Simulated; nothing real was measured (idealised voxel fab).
Process module, titled voxel transistor to metal
Pictured: cross-section cut, 185 nm wide, on a grid of 5 nm square cells.
Heads up, the way a cross-section reads in here is a grid of square cells, handed over as bands from the top down, with every band being one or more rows of cells.
Top height, bottom height, nm. Materials left to right, width each, nm. Single material + "throughout" = fills band edge to edge. "blank" = empty.
All heights in this document are referenced to 0, defined as the level beneath which the wafer, as received, consists entirely of one material. The lowest band is not bounded below; it extends indefinitely downward and is written in the form "0 and below".
Note: "30->40" means the width goes from the first number (top row of the band) to the second number (bottom row) in equal steps per row of cells.
"nothing was modified" -> step changed no cross-section cell.
If an empty space has no open way to the top and is at least 8 cells in size, "Closed void table" lists it, written width x height at distance, where distance is measured from the left edge and every value is in nm.
Formally, on a step line, whatever follows the settings is a remark that the simulator itself makes on the step.
Steps that use a mask can have "overlay nm" on their line. It says how far the mask sat to the right of where it was meant to be. Negative means to the left.

# Steps planned for the process
| 1 | op RECEIVE | material Si |
| 2 | op CONFORMAL_DEP | material SiO2 | thk nm 5 |
| 3 | op CONFORMAL_DEP | material SiN | thk nm 10 |
| 4 | op PATTERN | tone cover | mask id ACTIVE | material resist | width nm 115 | thk nm 20 | overlay nm 0 |
| 5 | op DIRECTIONAL_ETCH | etch materials SiN | depth nm 10 |
| 6 | op DIRECTIONAL_ETCH | etch materials SiO2 | depth nm 5 |
| 7 | op DIRECTIONAL_ETCH | etch materials Si | depth nm 35 |
| 8 | op STRIP | etch materials resist |
| 9 | op OXIDIZE | depth nm 5 |
| 10 | op FILL_DEP | material SiO2 | thk nm 5 |
| 11 | op CMP | height nm 15 |
| 12 | op SELECTIVE_ETCH | etch materials SiO2 | depth nm 10 |
| 13 | op STRIP | etch materials SiN |
| 14 | op SELECTIVE_ETCH | etch materials SiO2 | depth nm 5 |
| 15 | op OXIDIZE | depth nm 5 |
| 16 | op DIRECTIONAL_DEP | material polySi | thk nm 25 |
| 17 | op DIRECTIONAL_DEP | material SiCN | thk nm 15 |
| 18 | op MASKED_ETCH | tone cover | mask id GATE | width nm 25 | etch materials SiCN | depth nm 25 | overlay nm 0 |
| 19 | op MASKED_ETCH | tone cover | mask id GATE | width nm 25 | etch materials polySi | depth nm 35 | overlay nm 0 |
| 20 | op CONFORMAL_DEP | material SiO2 | thk nm 5 |
| 21 | op DIRECTIONAL_ETCH | etch materials SiO2 | depth nm 5 |
| 22 | op CONFORMAL_DEP | material SiN | thk nm 10 |
| 23 | op DIRECTIONAL_ETCH | etch materials SiN | depth nm 10 |
| 24 | op DIRECTIONAL_ETCH | etch materials SiO2 | depth nm 5 |
| 25 | op EPI | material pSi | thk nm 5 |
| 26 | op FILL_DEP | material SiO2 | thk nm 10 |
| 27 | op CMP | height nm 25 |
| 28 | op STRIP | etch materials polySi |
| 29 | op SELECTIVE_ETCH | etch materials SiO2 | depth nm 5 |
| 30 | op CONFORMAL_DEP | material HfO2 | thk nm 5 |
| 31 | op CONFORMAL_DEP | material TiN | thk nm 5 |
| 32 | op FILL_DEP | material W | thk nm 10 |
| 33 | op CMP | height nm 20 |
| 34 | op DIRECTIONAL_DEP | material SiO2 | thk nm 15 |
| 35 | op PATTERN | tone open | mask id CONTACT | material resist | width nm 15 | pitch nm 80 | thk nm 20 | overlay nm 0 |
| 36 | op DIRECTIONAL_ETCH | etch materials SiO2 | depth nm 35 |
| 37 | op STRIP | etch materials resist |
| 38 | op CONFORMAL_DEP | material TiN | thk nm 5 |
| 39 | op FILL_DEP | material Ru | thk nm 5 |
| 40 | op CMP | height nm 35 |
| 41 | op CONFORMAL_DEP | material SiN | thk nm 5 |
| 42 | op DIRECTIONAL_DEP | material lowk | thk nm 20 |
| 43 | op MASKED_ETCH | tone open | mask id METAL_1 | width nm 15 | pitch nm 80 | etch materials lowk | depth nm 20 | overlay nm -15 |
| 44 | op MASKED_ETCH | tone open | mask id METAL_1 | width nm 15 | pitch nm 80 | etch materials SiN | depth nm 5 | overlay nm 0 |
| 45 | op CONFORMAL_DEP | material TiN | thk nm 5 |
| 46 | op FILL_DEP | material Cu | thk nm 10 |
| 47 | op CMP | height nm 60 |
| 48 | op CONFORMAL_DEP | material SiN | thk nm 5 |
All wafers enter the flow in the same state. The overlay nm at step 43 differs from wafer to wafer, and the plan gives the value for the first wafer.

# First of several wafers, received after step 1, in cross-section
* 0 and below: Si throughout
* Closed void table: none

# Module finished, last step 48 done: cross-section of the first of several wafers
* 65 down to 60: SiN throughout
* 60 down to 45: lowk=30; TiN=5; Cu=5; TiN=5; lowk=65; TiN=5; Cu=5; TiN=5; lowk=60
* 45 down to 40: lowk=30; TiN=15; lowk=65; TiN=15; lowk=60
* 40 down to 35: SiN throughout
* 35 down to 20: SiO2=45; TiN=5; Ru=5; TiN=5; SiO2=65; TiN=5; Ru=5; TiN=5; SiO2=45
* 20 down to 5: SiO2=45; TiN=5; Ru=5; TiN=5; SiO2=5; SiN=10; HfO2=5; TiN=5; W=15; TiN=5; HfO2=5; SiN=10; SiO2=5; TiN=5; Ru=5; TiN=5; SiO2=45
* 5 down to 0: SiO2=45; TiN=15; SiO2=5; SiN=10; HfO2=5; TiN=25; HfO2=5; SiN=10; SiO2=5; TiN=15; SiO2=45
* 0 down to -5: SiO2=35; pSi=30; SiO2=10; HfO2=35; SiO2=10; pSi=30; SiO2=35
* -5 down to -40: SiO2=40; Si=105; SiO2=40
* -40 and below: Si throughout
* Closed void table: none

# So this is the cross-section on the last wafer at the end of the module
* 65 down to 60: SiN throughout
* 60 down to 45: lowk=60; TiN=5; Cu=5; TiN=5; lowk=65; TiN=5; Cu=5; TiN=5; lowk=30
* 45 down to 40: lowk=60; TiN=15; lowk=65; TiN=15; lowk=30
* 40 down to 35: SiN throughout
* 35 down to 20: SiO2=45; TiN=5; Ru=5; TiN=5; SiO2=65; TiN=5; Ru=5; TiN=5; SiO2=45
* 20 down to 5: SiO2=45; TiN=5; Ru=5; TiN=5; SiO2=5; SiN=10; HfO2=5; TiN=5; W=15; TiN=5; HfO2=5; SiN=10; SiO2=5; TiN=5; Ru=5; TiN=5; SiO2=45
* 5 down to 0: SiO2=45; TiN=15; SiO2=5; SiN=10; HfO2=5; TiN=25; HfO2=5; SiN=10; SiO2=5; TiN=15; SiO2=45
* 0 down to -5: SiO2=35; pSi=30; SiO2=10; HfO2=35; SiO2=10; pSi=30; SiO2=35
* -5 down to -40: SiO2=40; Si=105; SiO2=40
* -40 and below: Si throughout
* Closed void table: none

# So in this table every wafer gets its own row, and what you see is where it stands at the end of the module: for each material, how many cells it picked up (+) or gave up (-) since we received it, and after that its closed voids
overlay nm -15 | +6 Cu | +15 HfO2 | +12 Ru | -149 Si | +90 SiN | +303 SiO2 | +59 TiN | +9 W | +124 lowk | +12 pSi | Closed void table: none
overlay nm -10 | +6 Cu | +15 HfO2 | +12 Ru | -149 Si | +88 SiN | +303 SiO2 | +61 TiN | +9 W | +124 lowk | +12 pSi | Closed void table: none
overlay nm -5 | +6 Cu | +15 HfO2 | +12 Ru | -149 Si | +86 SiN | +303 SiO2 | +63 TiN | +9 W | +124 lowk | +12 pSi | Closed void table: none
overlay nm 0 | +8 Cu | +15 HfO2 | +12 Ru | -149 Si | +84 SiN | +303 SiO2 | +63 TiN | +9 W | +124 lowk | +12 pSi | Closed void table: none
overlay nm 5 | +6 Cu | +15 HfO2 | +12 Ru | -149 Si | +86 SiN | +303 SiO2 | +63 TiN | +9 W | +124 lowk | +12 pSi | Closed void table: none
overlay nm 10 | +6 Cu | +15 HfO2 | +12 Ru | -149 Si | +88 SiN | +303 SiO2 | +61 TiN | +9 W | +124 lowk | +12 pSi | Closed void table: none
overlay nm 15 | +6 Cu | +15 HfO2 | +12 Ru | -149 Si | +90 SiN | +303 SiO2 | +59 TiN | +9 W | +124 lowk | +12 pSi | Closed void table: none
